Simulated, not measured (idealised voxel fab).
Documented hereafter: the process module known as voxel self aligned vias.
The width of the displayed cross-section, cut, is 290 nm; its cells are square, with a size of 5 nm.
Reading order for cross-sections: top band down to bottom band. Underlying form: a grid of square cells. Band size: one or more rows of cells.
Per band: top height and bottom height in nm, followed by the left-to-right materials and their widths in nm; "everywhere" marks a single material spanning edge to edge, "empty" marks empty space.
Heights are expressed relative to 0, this being the level below which the as-received wafer comprises one material exclusively. The lowest band is unbounded in the downward direction and is denoted as in "0 -> down".
Quick explanation for "30 to 40": the width changes in equal steps down the rows of cells, from the first number in the band's top row to the second number in its bottom row.
For the purposes of this document, the phrase "stayed the same" attached to a step denotes that no cell within the cross-section was modified by that step.
Closed-off voids of 8+ cells (no open route to the top) go in "Enclosed internal cavities", written width x height at distance from the left edge, in nm.
Read whatever lies past the settings on a step's line as the simulator's own remark about the step.
overlay nm: mask offset rightward from planned place, masked step; negative means leftward offset.

List of planned process steps
- 1: RECEIVE [material Si]
- 2: CONFORMAL_DEP [material SiO2] [thk nm 15]
- 3: CONFORMAL_DEP [material SiCN] [thk nm 5]
- 4: DIRECTIONAL_DEP [material lowk] [thk nm 20]
- 5: DIRECTIONAL_DEP [material aC] [thk nm 15]
- 6: PATTERN [tone open] [mask id LINES] [material resist] [width nm 30] [pitch nm 75] [thk nm 35] [overlay nm 0]
- 7: DIRECTIONAL_ETCH [etch materials aC] [depth nm 15]
- 8: STRIP [etch materials resist]
- 9: DIRECTIONAL_ETCH [etch materials lowk] [depth nm 20]
- 10: STRIP [etch materials aC]
- 11: CONFORMAL_DEP [material TiN] [thk nm 5]
- 12: FILL_DEP [material W] [thk nm 5]
- 13: CMP [height nm 40]
- 14: SELECTIVE_ETCH [etch materials W Ru TiN] [depth nm 10]
- 15: FILL_DEP [material SiN] [thk nm 5]
- 16: CMP [height nm 40]
- 17: DIRECTIONAL_DEP [material lowk] [thk nm 15]
- 18: MASKED_ETCH [tone open] [mask id VIAS] [width nm 50] [pitch nm 75] [etch materials lowk] [depth nm 15] [overlay nm 0]
- 19: MASKED_ETCH [tone open] [mask id VIAS] [width nm 50] [pitch nm 75] [etch materials SiN] [depth nm 10] [overlay nm 0]
- 20: CONFORMAL_DEP [material TiN] [thk nm 5]
- 21: FILL_DEP [material Ru] [thk nm 10]
- 22: CMP [height nm 55]
- 23: CONFORMAL_DEP [material SiCN] [thk nm 5]

Wafer at receipt (post step 1), cross-section
> 0 -> down: Si everywhere
> Enclosed internal cavities: none

A wafer at the end: this start, this plan, one mistake
> 60 -> 55: SiCN everywhere
> 55 -> 40: 45 nm lowk  5 nm TiN  40 nm Ru  5 nm TiN  25 nm lowk  5 nm TiN  40 nm Ru  5 nm TiN  25 nm lowk  5 nm TiN  40 nm Ru  5 nm TiN  45 nm lowk
> 40 -> 35: 45 nm SiN  15 nm TiN  20 nm Ru  15 nm TiN  25 nm SiN  15 nm TiN  20 nm Ru  15 nm TiN  25 nm SiN  15 nm TiN  20 nm Ru  15 nm TiN  45 nm SiN
> 35 -> 30: 55 nm lowk  30 nm TiN  45 nm lowk  30 nm TiN  45 nm lowk  30 nm TiN  55 nm lowk
> 30 -> 20: 55 nm lowk  5 nm TiN  20 nm W  5 nm TiN  45 nm lowk  5 nm TiN  20 nm W  5 nm TiN  45 nm lowk  5 nm TiN  20 nm W  5 nm TiN  55 nm lowk
> 20 -> 15: 55 nm lowk  30 nm TiN  45 nm lowk  30 nm TiN  45 nm lowk  30 nm TiN  55 nm lowk
> 15 -> 0: SiO2 everywhere
> 0 -> down: Si everywhere
> Enclosed internal cavities: none
What was the processing mistake? with respect to the plan, step 3 was omitted and not executed
